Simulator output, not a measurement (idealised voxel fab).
process module | voxel gate over fins
cross-section cut | 210 nm wide | cells 5 nm
A cross-section is a grid of square cells, given in bands from the top down. A band is one or more rows of cells.
Each band's line starts with the height of the band's top and of its bottom, in nm. Then come its materials from left to right, each with its width in nm. One material with "throughout" fills the band from edge to edge. "air" is empty space.
Height 0 is the level under which the wafer as received is all one material. The lowest band goes on downwards, as in "0 down".
A width such as "30 to 40" changes by the same amount from each row of cells to the next, from the band's top row to its bottom row.
"no change" after a step means that no cell of the cross-section changed.
closed voids: empty space of 8 cells or more with no open way to the top, each as width x height at its distance from the left edge, in nm
after a step's settings: what the simulator itself notes on the step
overlay nm, on a step with a mask: how far to the right of its planned place the mask lay; to the left if negative
plan
1 op RECEIVE | material Si
2 op CONFORMAL_DEP | material SiN | thk nm 10
3 op MASKED_ETCH | tone cover | mask id FINS | width nm 15 | pitch nm 40 | etch materials SiN | depth nm 10 | overlay nm 0
4 op MASKED_ETCH | tone cover | mask id FINS | width nm 15 | pitch nm 40 | etch materials Si | depth nm 35 | overlay nm 0
5 op OXIDIZE | depth nm 5
6 op FILL_DEP | material SiO2 | thk nm 15
7 op CMP | height nm 10
8 op SELECTIVE_ETCH | etch materials SiO2 | depth nm 20
9 op STRIP | etch materials SiN
10 op CONFORMAL_DEP | material HfO2 | thk nm 5
11 op CONFORMAL_DEP | material TiN | thk nm 5
12 op FILL_DEP | material W | thk nm 15
13 op CMP | height nm 20
14 op CONFORMAL_DEP | material SiN | thk nm 5
as received, after step 1
  0 down: Si throughout
  closed voids: none
first wafer at the end, as planned
  25 to 20: SiN throughout
  20 to 10: W throughout
  10 to 5: W 70 | TiN 25 | W 15 | TiN 25 | W 75
  5 to 0: W 70 | TiN 5 | HfO2 15 | TiN 5 | W 15 | TiN 5 | HfO2 15 | TiN 5 | W 75
  0 to -5: TiN 75 | HfO2 5 | Si 5 | HfO2 5 | TiN 25 | HfO2 5 | Si 5 | HfO2 5 | TiN 80
  -5 to -10: HfO2 80 | Si 5 | HfO2 35 | Si 5 | HfO2 85
  -10 to -40: SiO2 80 | Si 5 | SiO2 35 | Si 5 | SiO2 85
  -40 down: Si throughout
  closed voids: none
second wafer at the end: like start, like plan, one mistake
  25 to 20: SiN throughout
  20 to 10: W throughout
  10 to 5: W 70 | TiN 25 | W 15 | TiN 25 | W 75
  5 to 0: W 70 | TiN 5 | HfO2 15 | TiN 5 | W 15 | TiN 5 | HfO2 15 | TiN 5 | W 75
  0 to -5: TiN 65 | W 5 | TiN 5 | HfO2 5 | Si 5 | HfO2 5 | TiN 5 | W 15 | TiN 5 | HfO2 5 | Si 5 | HfO2 5 | TiN 5 | W 5 | TiN 70
  -5 to -10: HfO2 60 | TiN 5 | W 5 | TiN 5 | HfO2 5 | Si 5 | HfO2 5 | TiN 5 | W 15 | TiN 5 | HfO2 5 | Si 5 | HfO2 5 | TiN 5 | W 5 | TiN 5 | HfO2 65
  -10 to -15: SiO2 55 | HfO2 5 | TiN 15 | HfO2 5 | Si 5 | HfO2 5 | TiN 25 | HfO2 5 | Si 5 | HfO2 5 | TiN 15 | HfO2 5 | SiO2 60
  -15 to -20: SiO2 55 | HfO2 25 | Si 5 | HfO2 35 | Si 5 | HfO2 25 | SiO2 60
  -20 to -40: SiO2 80 | Si 5 | SiO2 35 | Si 5 | SiO2 85
  -40 down: Si throughout
  closed voids: none
what went wrong: steps 8 and 9 were swapped
at the end the second wafer has, in cells: 12 more of HfO2 | 34 fewer of SiO2 | 12 more of TiN | 10 more of W
